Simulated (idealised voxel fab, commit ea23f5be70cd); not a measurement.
process module | voxel capacitor over wiring
cross-section cut | 280 nm wide | cells 5 nm
A cross-section is a grid of square cells, given in bands from the top down. A band is one or more rows of cells.
Each band's line starts with the height of the band's top and of its bottom, in nm. Then come its materials from left to right, each with its width in nm. One material with "throughout" fills the band from edge to edge. "air" is empty space.
Height 0 is the level under which the wafer as received is all one material. The lowest band goes on downwards, as in "0 down".
A width such as "30 to 40" changes by the same amount from each row of cells to the next, from the band's top row to its bottom row.
"no change" after a step means that no cell of the cross-section changed.
closed voids: empty space of 8 cells or more with no open way to the top, each as width x height at its distance from the left edge, in nm
after a step's settings: what the simulator itself notes on the step
overlay nm, on a step with a mask: how far to the right of its planned place the mask lay; to the left if negative
plan
1 op RECEIVE | material Si
2 op CONFORMAL_DEP | material SiO2 | thk nm 10
3 op DIRECTIONAL_DEP | material TiN | thk nm 5
4 op DIRECTIONAL_DEP | material Ru | thk nm 15
5 op PATTERN | tone cover | mask id METAL_1 | material resist | width nm 25 | pitch nm 80 | thk nm 20 | overlay nm 0
6 op DIRECTIONAL_ETCH | etch materials Ru | depth nm 15
7 op DIRECTIONAL_ETCH | etch materials TiN | depth nm 5
8 op STRIP | etch materials resist
9 op CONFORMAL_DEP | material SiN | thk nm 5
10 op FILL_DEP | material SiO2 | thk nm 10
11 op CMP | height nm 30
12 op CONFORMAL_DEP | material SiCN | thk nm 5
13 op DIRECTIONAL_DEP | material lowk | thk nm 10
14 op DIRECTIONAL_DEP | material aC | thk nm 15
15 op PATTERN | tone open | mask id PLUG_1 | material resist | width nm 15 | thk nm 35 | overlay nm 0
16 op DIRECTIONAL_ETCH | etch materials aC | depth nm 15
17 op STRIP | etch materials resist
18 op DIRECTIONAL_ETCH | etch materials lowk | depth nm 10
19 op DIRECTIONAL_ETCH | etch materials SiCN | depth nm 5
20 op STRIP | etch materials aC
21 op CONFORMAL_DEP | material TiN | thk nm 5
22 op FILL_DEP | material W | thk nm 10
23 op CMP | height nm 45
24 op DIRECTIONAL_DEP | material TiN | thk nm 10
25 op DIRECTIONAL_DEP | material Al2O3 | thk nm 5
26 op DIRECTIONAL_DEP | material TiN | thk nm 10
27 op PATTERN | tone cover | mask id UPPER_PLATE | material resist | width nm 60 | thk nm 15 | overlay nm 0
28 op DIRECTIONAL_ETCH | etch materials TiN | depth nm 10
29 op DIRECTIONAL_ETCH | etch materials Al2O3 | depth nm 5
30 op STRIP | etch materials resist
31 op MASKED_ETCH | tone cover | mask id LOWER_PLATE | width nm 70 | etch materials TiN | depth nm 10 | overlay nm 0
32 op FILL_DEP | material SiO2 | thk nm 20
33 op CMP | height nm 85
34 op PATTERN | tone open | mask id PLUG_2 | material resist | width nm 15 | thk nm 15 | overlay nm 0
35 op DIRECTIONAL_ETCH | etch materials SiO2 | depth nm 15
36 op STRIP | etch materials resist
37 op CONFORMAL_DEP | material TiN | thk nm 5
38 op FILL_DEP | material Ru | thk nm 10
39 op CMP | height nm 85
40 op CONFORMAL_DEP | material SiCN | thk nm 5
as received, after step 1
  0 down: Si throughout
  closed voids: none
first wafer at the end, as planned
  90 to 85: SiCN throughout
  85 to 75: SiO2 105 | TiN 5 | Ru 5 | TiN 5 | SiO2 160
  75 to 70: SiO2 105 | TiN 15 | SiO2 160
  70 to 60: SiO2 95 | TiN 60 | SiO2 125
  60 to 55: SiO2 95 | Al2O3 60 | SiO2 125
  55 to 45: SiO2 90 | TiN 70 | SiO2 120
  45 to 35: lowk 95 | TiN 5 | W 5 | TiN 5 | lowk 170
  35 to 30: SiCN 95 | TiN 15 | SiCN 170
  30 to 15: SiO2 80 | SiN 5 | Ru 25 | SiN 5 | SiO2 45 | SiN 5 | Ru 25 | SiN 5 | SiO2 85
  15 to 10: SiN 85 | TiN 25 | SiN 55 | TiN 25 | SiN 90
  10 to 0: SiO2 throughout
  0 down: Si throughout
  closed voids: none
second wafer at the end: like start, like plan, one mistake
  90 to 85: SiCN throughout
  85 to 75: SiO2 105 | TiN 5 | Ru 5 | TiN 5 | SiO2 160
  75 to 70: SiO2 105 | TiN 15 | SiO2 160
  70 to 60: SiO2 95 | TiN 60 | SiO2 125
  60 to 55: SiO2 95 | Al2O3 60 | SiO2 125
  55 to 45: SiO2 90 | TiN 70 | SiO2 120
  45 to 35: lowk 95 | TiN 5 | SiCN 5 | TiN 5 | lowk 170
  35 to 30: SiCN 95 | TiN 15 | SiCN 170
  30 to 15: SiO2 80 | SiN 5 | Ru 25 | SiN 5 | SiO2 45 | SiN 5 | Ru 25 | SiN 5 | SiO2 85
  15 to 10: SiN 85 | TiN 25 | SiN 55 | TiN 25 | SiN 90
  10 to 0: SiO2 throughout
  0 down: Si throughout
  closed voids: none
what went wrong: step 22 ran as: op FILL_DEP | material SiCN | thk nm 10
at the end the second wafer has, in cells: 2 more of SiCN | 2 fewer of W
